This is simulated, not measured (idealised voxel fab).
Process module under the name voxel released beams
Cross-section cut: width 170 nm, square cells of 5 nm.
If you're reading a cross-section in this doc, picture square cells in a grid; it comes to you as bands, top ones listed first down to the bottom, and a band can be one or more rows of cells. Heads up on the band format: heights come first, top then bottom, in nm. After that it's the materials left to right, each with its width in nm. A single material flagged "full width" fills the whole band edge to edge, and "empty" means there's empty space there. Height 0 is the level under which the wafer as received is all one material. The lowest band goes on downwards, as in "from 0 down". So if you see something like "30..40" for the width, read it as the top row of the band sitting at the first number and the bottom row at the second, with every row in between moving by the same amount as the last. "no change occurred" for a step: no cell of the cross-section changed in that step. Heads up: "Closed void entries" only lists the empty pockets with no open path to the top that are 8 cells or more, and it writes them as width x height at distance, distance from the left edge, in nm. Post-settings text on a step line: simulator's own remark regarding the step. A step's line can hold "overlay nm"; with a mask on that step, the setting says how far right of the planned place the mask lay, while a negative setting says it lay to the left.

-- plan
1 RECEIVE [material Si]
2 CONFORMAL_DEP [material Al2O3] [thk nm 5]
3 DIRECTIONAL_DEP [material SiO2] [thk nm 20]
4 PATTERN [tone open] [mask id ANCHOR] [material resist] [width nm 40] [thk nm 20] [overlay nm 0]
5 DIRECTIONAL_ETCH [etch materials SiO2] [depth nm 20]
6 STRIP [etch materials resist]
7 CONFORMAL_DEP [material SiN] [thk nm 15]
8 MASKED_ETCH [tone cover] [mask id BEAM] [width nm 85] [etch materials SiN] [depth nm 15] [overlay nm 0]
9 STRIP [etch materials SiO2]

-- This is the cross-section of the wafer as we received it, i.e. after step 1
from 0 down = Si full width
Closed void entries: none

-- End-of-module cross-section. Starting structure and process plan as above; one mistake made in running it
from 45 to 30 = 40 nm empty | 85 nm SiN | 45 nm empty
from 30 to 25 = SiN full width
from 25 to 5 = 45 nm SiO2 | 40 nm SiN | 85 nm SiO2
from 5 to 0 = Al2O3 full width
from 0 down = Si full width
Closed void entries: none
What broke from the plan during processing? planned and actual differ for step 7; actual: CONFORMAL_DEP [material SiN] [thk nm 20]
